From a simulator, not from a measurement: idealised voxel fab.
process module | voxel self aligned contacts
cross-section cut | 270 nm wide | cells 5 nm
A cross-section is a grid of square cells, given in bands from the top down. A band is one or more rows of cells.
Each band's line starts with the height of the band's top and of its bottom, in nm. Then come its materials from left to right, each with its width in nm. One material with "throughout" fills the band from edge to edge. "air" is empty space.
Height 0 is the level under which the wafer as received is all one material. The lowest band goes on downwards, as in "0 down".
A width such as "30 to 40" changes by the same amount from each row of cells to the next, from the band's top row to its bottom row.
"no change" after a step means that no cell of the cross-section changed.
closed voids: empty space of 8 cells or more with no open way to the top, each as width x height at its distance from the left edge, in nm
after a step's settings: what the simulator itself notes on the step
overlay nm, on a step with a mask: how far to the right of its planned place the mask lay; to the left if negative
plan
1 op RECEIVE | material Si
2 op OXIDIZE | depth nm 5
3 op DIRECTIONAL_DEP | material polySi | thk nm 25
4 op DIRECTIONAL_DEP | material SiN | thk nm 20
5 op PATTERN | tone cover | mask id GATE | material resist | width nm 25 | pitch nm 70 | thk nm 20 | overlay nm 0
6 op DIRECTIONAL_ETCH | etch materials SiN | depth nm 20
7 op DIRECTIONAL_ETCH | etch materials polySi | depth nm 25
8 op STRIP | etch materials resist
9 op CONFORMAL_DEP | material SiN | thk nm 10
10 op DIRECTIONAL_ETCH | etch materials SiN | depth nm 10
11 op FILL_DEP | material SiO2 | thk nm 10
12 op CMP | height nm 50
13 op PATTERN | tone open | mask id CONTACT | material resist | width nm 55 | pitch nm 70 | thk nm 15 | overlay nm 0
14 op DIRECTIONAL_ETCH | etch materials SiO2 | depth nm 55
15 op STRIP | etch materials resist
16 op CONFORMAL_DEP | material TiN | thk nm 5
17 op FILL_DEP | material W | thk nm 10
18 op CMP | height nm 50
19 op CONFORMAL_DEP | material SiN | thk nm 5
as received, after step 1
  0 down: Si throughout
  closed voids: none
a wafer at the end: this start, this plan, one mistake
  55 to 50: SiN throughout
  50 to 45: SiO2 70 | TiN 30 | W 15 | TiN 10 | SiO2 15 | TiN 30 | W 15 | TiN 10 | SiO2 75
  45 to 25: SiO2 50 | SiN 45 | TiN 5 | W 15 | TiN 5 | SiN 45 | TiN 5 | W 15 | TiN 5 | SiN 45 | SiO2 35
  25 to 0: SiO2 50 | SiN 10 | polySi 25 | SiN 10 | TiN 5 | W 15 | TiN 5 | SiN 10 | polySi 25 | SiN 10 | TiN 5 | W 15 | TiN 5 | SiN 10 | polySi 25 | SiN 10 | SiO2 35
  0 to -5: SiO2 95 | TiN 25 | SiO2 45 | TiN 25 | SiO2 80
  -5 down: Si throughout
  closed voids: none
what went wrong: step 5 ran as: op PATTERN | tone cover | mask id GATE | material resist | width nm 25 | pitch nm 70 | thk nm 20 | overlay nm 10
